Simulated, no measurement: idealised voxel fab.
process module | voxel trench capacitor
It is cross-section cut that appears here, measuring 245 nm in width, its square cells being 5 nm in size.
Square cells in a grid make up a cross-section in this document, and the grid is given as bands, listed from the top down, each one or more rows of cells.
Band: top and bottom heights (nm) first, top before bottom; then materials from left to right, widths in nm. "everywhere" marks a sole material filling the band edge to edge. "air" denotes empty space.
It should be noted that heights are counted from 0, beneath which the wafer as supplied is of one material throughout, and that the lowest band possesses no lower boundary but continues downward, as written in "from 0 down".
Read "30 to 40" as a graded width: first number on top, second number at the bottom, same change between each pair of neighbouring rows.
The cross-section has no changed cell in any step marked "remains unaltered".
The list in "Unvented cavities" covers empty spaces of 8 cells or more that cannot reach the top through any open way, and it gives each as width x height at distance; the distance is from the left edge, and width, height and distance are in nm.
Step line, after settings: the simulator's comment on this step.
"overlay nm", when on a step's line for a step with a mask, measures how far to the right of its planned place the mask lay; a negative measure means to the left.
## The process steps that were planned are listed below
step 1: RECEIVE,material Si
step 2: CONFORMAL_DEP,material SiN,thk nm 5
step 3: DIRECTIONAL_DEP,material aC,thk nm 10
step 4: PATTERN,tone open,mask id TRENCH,material resist,width nm 25,pitch nm 40,thk nm 25,overlay nm 0
step 5: DIRECTIONAL_ETCH,etch materials aC,depth nm 10
step 6: STRIP,etch materials resist
step 7: DIRECTIONAL_ETCH,etch materials SiN,depth nm 5
step 8: DIRECTIONAL_ETCH,etch materials Si,depth nm 30
step 9: STRIP,etch materials aC
step 10: CONFORMAL_DEP,material HfO2,thk nm 5
step 11: CONFORMAL_DEP,material TiN,thk nm 5
step 12: FILL_DEP,material W,thk nm 5
step 13: CMP,height nm 5
## First of two wafers, with the run carried out as planned
## Here's what the wafer looked like in cross-section when it arrived - that's after step 1
    from 0 down = Si everywhere
    Unvented cavities: none
## Wafer xsec, post step 2
    from 5 to 0 = SiN everywhere
    Everything under 0 stays put, no change at all.
## Wafer xsec, post step 3
    from 15 to 5 = aC everywhere
    Everything under 5 stays put, no change at all.
## Wafer xsec, post step 4
    from 40 to 15 = resist 70 nm / air 25 nm / resist 15 nm / air 25 nm / resist 15 nm / air 25 nm / resist 70 nm
    Everything under 15 stays put, no change at all.
## Wafer xsec, post step 5
    from 30 to 15 = resist 70 nm / air 25 nm / resist 15 nm / air 25 nm / resist 15 nm / air 25 nm / resist 70 nm
    from 15 to 5 = aC 70 nm / air 25 nm / aC 15 nm / air 25 nm / aC 15 nm / air 25 nm / aC 70 nm
    Everything under 5 stays put, no change at all.
## Wafer xsec, post step 6
    from 15 to 5 = aC 70 nm / air 25 nm / aC 15 nm / air 25 nm / aC 15 nm / air 25 nm / aC 70 nm
    Everything under 5 stays put, no change at all.
## Wafer xsec, post step 7
    from 15 to 5 = aC 70 nm / air 25 nm / aC 15 nm / air 25 nm / aC 15 nm / air 25 nm / aC 70 nm
    from 5 to 0 = SiN 70 nm / air 25 nm / SiN 15 nm / air 25 nm / SiN 15 nm / air 25 nm / SiN 70 nm
    Everything under 0 stays put, no change at all.
## Wafer xsec, post step 8
    from 15 to 5 = aC 70 nm / air 25 nm / aC 15 nm / air 25 nm / aC 15 nm / air 25 nm / aC 70 nm
    from 5 to 0 = SiN 70 nm / air 25 nm / SiN 15 nm / air 25 nm / SiN 15 nm / air 25 nm / SiN 70 nm
    from 0 to -30 = Si 70 nm / air 25 nm / Si 15 nm / air 25 nm / Si 15 nm / air 25 nm / Si 70 nm
    Everything under -30 stays put, no change at all.
## Wafer xsec, post step 9
    from 5 to 0 = SiN 70 nm / air 25 nm / SiN 15 nm / air 25 nm / SiN 15 nm / air 25 nm / SiN 70 nm
    Everything under 0 stays put, no change at all.
## Wafer xsec, post step 10
    from 10 to 5 = HfO2 75 nm / air 15 nm / HfO2 25 nm / air 15 nm / HfO2 25 nm / air 15 nm / HfO2 75 nm
    from 5 to 0 = SiN 70 nm / HfO2 5 nm / air 15 nm / HfO2 5 nm / SiN 15 nm / HfO2 5 nm / air 15 nm / HfO2 5 nm / SiN 15 nm / HfO2 5 nm / air 15 nm / HfO2 5 nm / SiN 70 nm
    from 0 to -25 = Si 70 nm / HfO2 5 nm / air 15 nm / HfO2 5 nm / Si 15 nm / HfO2 5 nm / air 15 nm / HfO2 5 nm / Si 15 nm / HfO2 5 nm / air 15 nm / HfO2 5 nm / Si 70 nm
    from -25 to -30 = Si 70 nm / HfO2 25 nm / Si 15 nm / HfO2 25 nm / Si 15 nm / HfO2 25 nm / Si 70 nm
    Everything under -30 stays put, no change at all.
## Wafer xsec, post step 11
    from 15 to 10 = TiN 80 nm / air 5 nm / TiN 35 nm / air 5 nm / TiN 35 nm / air 5 nm / TiN 80 nm
    from 10 to 5 = HfO2 75 nm / TiN 5 nm / air 5 nm / TiN 5 nm / HfO2 25 nm / TiN 5 nm / air 5 nm / TiN 5 nm / HfO2 25 nm / TiN 5 nm / air 5 nm / TiN 5 nm / HfO2 75 nm
    from 5 to 0 = SiN 70 nm / HfO2 5 nm / TiN 5 nm / air 5 nm / TiN 5 nm / HfO2 5 nm / SiN 15 nm / HfO2 5 nm / TiN 5 nm / air 5 nm / TiN 5 nm / HfO2 5 nm / SiN 15 nm / HfO2 5 nm / TiN 5 nm / air 5 nm / TiN 5 nm / HfO2 5 nm / SiN 70 nm
    from 0 to -20 = Si 70 nm / HfO2 5 nm / TiN 5 nm / air 5 nm / TiN 5 nm / HfO2 5 nm / Si 15 nm / HfO2 5 nm / TiN 5 nm / air 5 nm / TiN 5 nm / HfO2 5 nm / Si 15 nm / HfO2 5 nm / TiN 5 nm / air 5 nm / TiN 5 nm / HfO2 5 nm / Si 70 nm
    from -20 to -25 = Si 70 nm / HfO2 5 nm / TiN 15 nm / HfO2 5 nm / Si 15 nm / HfO2 5 nm / TiN 15 nm / HfO2 5 nm / Si 15 nm / HfO2 5 nm / TiN 15 nm / HfO2 5 nm / Si 70 nm
    Everything under -25 stays put, no change at all.
## Wafer xsec, post step 12
    from 20 to 15 = W everywhere
    from 15 to 10 = TiN 80 nm / W 5 nm / TiN 35 nm / W 5 nm / TiN 35 nm / W 5 nm / TiN 80 nm
    from 10 to 5 = HfO2 75 nm / TiN 5 nm / W 5 nm / TiN 5 nm / HfO2 25 nm / TiN 5 nm / W 5 nm / TiN 5 nm / HfO2 25 nm / TiN 5 nm / W 5 nm / TiN 5 nm / HfO2 75 nm
    from 5 to 0 = SiN 70 nm / HfO2 5 nm / TiN 5 nm / W 5 nm / TiN 5 nm / HfO2 5 nm / SiN 15 nm / HfO2 5 nm / TiN 5 nm / W 5 nm / TiN 5 nm / HfO2 5 nm / SiN 15 nm / HfO2 5 nm / TiN 5 nm / W 5 nm / TiN 5 nm / HfO2 5 nm / SiN 70 nm
    from 0 to -20 = Si 70 nm / HfO2 5 nm / TiN 5 nm / W 5 nm / TiN 5 nm / HfO2 5 nm / Si 15 nm / HfO2 5 nm / TiN 5 nm / W 5 nm / TiN 5 nm / HfO2 5 nm / Si 15 nm / HfO2 5 nm / TiN 5 nm / W 5 nm / TiN 5 nm / HfO2 5 nm / Si 70 nm
    Everything under -20 stays put, no change at all.
## Wafer xsec, post step 13
    from 5 to 0 = SiN 70 nm / HfO2 5 nm / TiN 5 nm / W 5 nm / TiN 5 nm / HfO2 5 nm / SiN 15 nm / HfO2 5 nm / TiN 5 nm / W 5 nm / TiN 5 nm / HfO2 5 nm / SiN 15 nm / HfO2 5 nm / TiN 5 nm / W 5 nm / TiN 5 nm / HfO2 5 nm / SiN 70 nm
    Everything under 0 stays put, no change at all.
## Okay, second wafer. Nothing different at the start, nothing different in the plan, just one mistake somewhere in the running. As far as step 3, counting that step, it's the first wafer all over again
## At the planned end of step 4, the second wafer in cross-section
    from 40 to 15 = resist 65 nm / air 25 nm / resist 15 nm / air 25 nm / resist 15 nm / air 25 nm / resist 75 nm
    Everything under 15 stays put, no change at all.
## At the planned end of step 5, the second wafer in cross-section
    from 30 to 15 = resist 65 nm / air 25 nm / resist 15 nm / air 25 nm / resist 15 nm / air 25 nm / resist 75 nm
    from 15 to 5 = aC 65 nm / air 25 nm / aC 15 nm / air 25 nm / aC 15 nm / air 25 nm / aC 75 nm
    Everything under 5 stays put, no change at all.
## At the planned end of step 6, the second wafer in cross-section
    from 15 to 5 = aC 65 nm / air 25 nm / aC 15 nm / air 25 nm / aC 15 nm / air 25 nm / aC 75 nm
    Everything under 5 stays put, no change at all.
## At the planned end of step 7, the second wafer in cross-section
    from 15 to 5 = aC 65 nm / air 25 nm / aC 15 nm / air 25 nm / aC 15 nm / air 25 nm / aC 75 nm
    from 5 to 0 = SiN 65 nm / air 25 nm / SiN 15 nm / air 25 nm / SiN 15 nm / air 25 nm / SiN 75 nm
    Everything under 0 stays put, no change at all.
## At the planned end of step 8, the second wafer in cross-section
    from 15 to 5 = aC 65 nm / air 25 nm / aC 15 nm / air 25 nm / aC 15 nm / air 25 nm / aC 75 nm
    from 5 to 0 = SiN 65 nm / air 25 nm / SiN 15 nm / air 25 nm / SiN 15 nm / air 25 nm / SiN 75 nm
    from 0 to -30 = Si 65 nm / air 25 nm / Si 15 nm / air 25 nm / Si 15 nm / air 25 nm / Si 75 nm
    Everything under -30 stays put, no change at all.
## At the planned end of step 9, the second wafer in cross-section
    from 5 to 0 = SiN 65 nm / air 25 nm / SiN 15 nm / air 25 nm / SiN 15 nm / air 25 nm / SiN 75 nm
    Everything under 0 stays put, no change at all.
## At the planned end of step 10, the second wafer in cross-section
    from 10 to 5 = HfO2 70 nm / air 15 nm / HfO2 25 nm / air 15 nm / HfO2 25 nm / air 15 nm / HfO2 80 nm
    from 5 to 0 = SiN 65 nm / HfO2 5 nm / air 15 nm / HfO2 5 nm / SiN 15 nm / HfO2 5 nm / air 15 nm / HfO2 5 nm / SiN 15 nm / HfO2 5 nm / air 15 nm / HfO2 5 nm / SiN 75 nm
    from 0 to -25 = Si 65 nm / HfO2 5 nm / air 15 nm / HfO2 5 nm / Si 15 nm / HfO2 5 nm / air 15 nm / HfO2 5 nm / Si 15 nm / HfO2 5 nm / air 15 nm / HfO2 5 nm / Si 75 nm
    from -25 to -30 = Si 65 nm / HfO2 25 nm / Si 15 nm / HfO2 25 nm / Si 15 nm / HfO2 25 nm / Si 75 nm
    Everything under -30 stays put, no change at all.
## At the planned end of step 11, the second wafer in cross-section
    from 15 to 10 = TiN 75 nm / air 5 nm / TiN 35 nm / air 5 nm / TiN 35 nm / air 5 nm / TiN 85 nm
    from 10 to 5 = HfO2 70 nm / TiN 5 nm / air 5 nm / TiN 5 nm / HfO2 25 nm / TiN 5 nm / air 5 nm / TiN 5 nm / HfO2 25 nm / TiN 5 nm / air 5 nm / TiN 5 nm / HfO2 80 nm
    from 5 to 0 = SiN 65 nm / HfO2 5 nm / TiN 5 nm / air 5 nm / TiN 5 nm / HfO2 5 nm / SiN 15 nm / HfO2 5 nm / TiN 5 nm / air 5 nm / TiN 5 nm / HfO2 5 nm / SiN 15 nm / HfO2 5 nm / TiN 5 nm / air 5 nm / TiN 5 nm / HfO2 5 nm / SiN 75 nm
    from 0 to -20 = Si 65 nm / HfO2 5 nm / TiN 5 nm / air 5 nm / TiN 5 nm / HfO2 5 nm / Si 15 nm / HfO2 5 nm / TiN 5 nm / air 5 nm / TiN 5 nm / HfO2 5 nm / Si 15 nm / HfO2 5 nm / TiN 5 nm / air 5 nm / TiN 5 nm / HfO2 5 nm / Si 75 nm
    from -20 to -25 = Si 65 nm / HfO2 5 nm / TiN 15 nm / HfO2 5 nm / Si 15 nm / HfO2 5 nm / TiN 15 nm / HfO2 5 nm / Si 15 nm / HfO2 5 nm / TiN 15 nm / HfO2 5 nm / Si 75 nm
    Everything under -25 stays put, no change at all.
## At the planned end of step 12, the second wafer in cross-section
    from 20 to 15 = W everywhere
    from 15 to 10 = TiN 75 nm / W 5 nm / TiN 35 nm / W 5 nm / TiN 35 nm / W 5 nm / TiN 85 nm
    from 10 to 5 = HfO2 70 nm / TiN 5 nm / W 5 nm / TiN 5 nm / HfO2 25 nm / TiN 5 nm / W 5 nm / TiN 5 nm / HfO2 25 nm / TiN 5 nm / W 5 nm / TiN 5 nm / HfO2 80 nm
    from 5 to 0 = SiN 65 nm / HfO2 5 nm / TiN 5 nm / W 5 nm / TiN 5 nm / HfO2 5 nm / SiN 15 nm / HfO2 5 nm / TiN 5 nm / W 5 nm / TiN 5 nm / HfO2 5 nm / SiN 15 nm / HfO2 5 nm / TiN 5 nm / W 5 nm / TiN 5 nm / HfO2 5 nm / SiN 75 nm
    from 0 to -20 = Si 65 nm / HfO2 5 nm / TiN 5 nm / W 5 nm / TiN 5 nm / HfO2 5 nm / Si 15 nm / HfO2 5 nm / TiN 5 nm / W 5 nm / TiN 5 nm / HfO2 5 nm / Si 15 nm / HfO2 5 nm / TiN 5 nm / W 5 nm / TiN 5 nm / HfO2 5 nm / Si 75 nm
    Everything under -20 stays put, no change at all.
## At the planned end of step 13, the second wafer in cross-section
    from 5 to 0 = SiN 65 nm / HfO2 5 nm / TiN 5 nm / W 5 nm / TiN 5 nm / HfO2 5 nm / SiN 15 nm / HfO2 5 nm / TiN 5 nm / W 5 nm / TiN 5 nm / HfO2 5 nm / SiN 15 nm / HfO2 5 nm / TiN 5 nm / W 5 nm / TiN 5 nm / HfO2 5 nm / SiN 75 nm
    Everything under 0 stays put, no change at all.
What was the processing mistake? note that step 4 departed from the planned setting and was carried out as PATTERN,tone open,mask id TRENCH,material resist,width nm 25,pitch nm 40,thk nm 25,overlay nm -5
at the end the second wafer has, in cells: as many of each material as the first, in other places
